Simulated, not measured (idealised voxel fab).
Documented hereafter: the process module known as voxel gate over fins.
Displayed cross-section: cut, width of 225 nm, square cells sized 5 nm.
Notation: cross-section as square-cell grid; stated in bands, top first, going down; one or more cell rows per band. The entry gives the band's vertical extent as a top height and a bottom height in nm, then its horizontal make-up as materials from left to right, each with a width in nm. "empty" stands for empty space; a single material marked "throughout" fills the band edge to edge. Height datum 0, below which the as-received substrate wafer is one material. Lowest band open at the bottom, running downward: "top 0, no bottom". The two numbers in a width such as "30..40" mark its ends across the band: the first belongs to the top row of cells, the second to the bottom row, and from each row to the next the width moves by the same amount. Reading "remains unaltered" for a step: not a cell of the cross-section changed in it. "Closed void register" enumerates empty spaces isolated from the top, with no open way to it, that contain at least 8 cells, giving each as width x height at distance from the left edge, all three in nm. after a step's settings: what the simulator itself notes on the step. Regarding "overlay nm": on a step with a mask, it is the distance the mask lay to the right of its planned place; a negative value places it to the left.

-- Process steps (planned)
1) RECEIVE, material Si
2) CONFORMAL_DEP, material SiN, thk nm 10
3) PATTERN, tone cover, mask id FINS, material resist, width nm 15, pitch nm 45, thk nm 15, overlay nm 0
4) DIRECTIONAL_ETCH, etch materials SiN, depth nm 10
5) DIRECTIONAL_ETCH, etch materials Si, depth nm 30
6) STRIP, etch materials resist
7) OXIDIZE, depth nm 5
8) FILL_DEP, material SiO2, thk nm 5
9) CMP, height nm 10
10) SELECTIVE_ETCH, etch materials SiO2, depth nm 25
11) STRIP, etch materials SiN
12) CONFORMAL_DEP, material HfO2, thk nm 5
13) CONFORMAL_DEP, material TiN, thk nm 5
14) CONFORMAL_DEP, material TiAl, thk nm 5
15) CONFORMAL_DEP, material TiN, thk nm 5
16) FILL_DEP, material W, thk nm 10
17) CMP, height nm 25
18) CONFORMAL_DEP, material SiCN, thk nm 5

-- This is the cross-section of the wafer as we received it, i.e. after step 1
	top 0, no bottom: Si throughout
	Closed void register: none

-- Cross-section at module end, one run error; start and plan unchanged from above
	top 30, bottom 25: SiCN throughout
	top 25, bottom 20: W throughout
	top 20, bottom 15: W 65 | TiN 90 | W 70
	top 15, bottom 10: W 65 | TiN 5 | TiAl 35 | TiN 10 | TiAl 35 | TiN 5 | W 70
	top 10, bottom 5: W 65 | TiN 5 | TiAl 5 | HfO2 25 | TiAl 5 | TiN 10 | TiAl 5 | HfO2 25 | TiAl 5 | TiN 5 | W 70
	top 5, bottom 0: TiN 70 | TiAl 5 | HfO2 5 | TiN 15 | HfO2 5 | TiAl 5 | TiN 10 | TiAl 5 | HfO2 5 | TiN 15 | HfO2 5 | TiAl 5 | TiN 75
	top 0, bottom -5: TiAl 75 | HfO2 5 | TiN 5 | Si 5 | TiN 5 | HfO2 5 | TiAl 20 | HfO2 5 | TiN 5 | Si 5 | TiN 5 | HfO2 5 | TiAl 80
	top -5, bottom -10: HfO2 80 | TiN 5 | Si 5 | TiN 5 | HfO2 30 | TiN 5 | Si 5 | TiN 5 | HfO2 85
	top -10, bottom -15: TiN 85 | Si 5 | TiN 40 | Si 5 | TiN 90
	top -15, bottom -35: SiO2 85 | Si 5 | SiO2 40 | Si 5 | SiO2 90
	top -35, no bottom: Si throughout
	Closed void register: none
Want to know what went wrong? the intended sequence of steps 12 and 13 was reversed during processing, with each occupying the position of the other
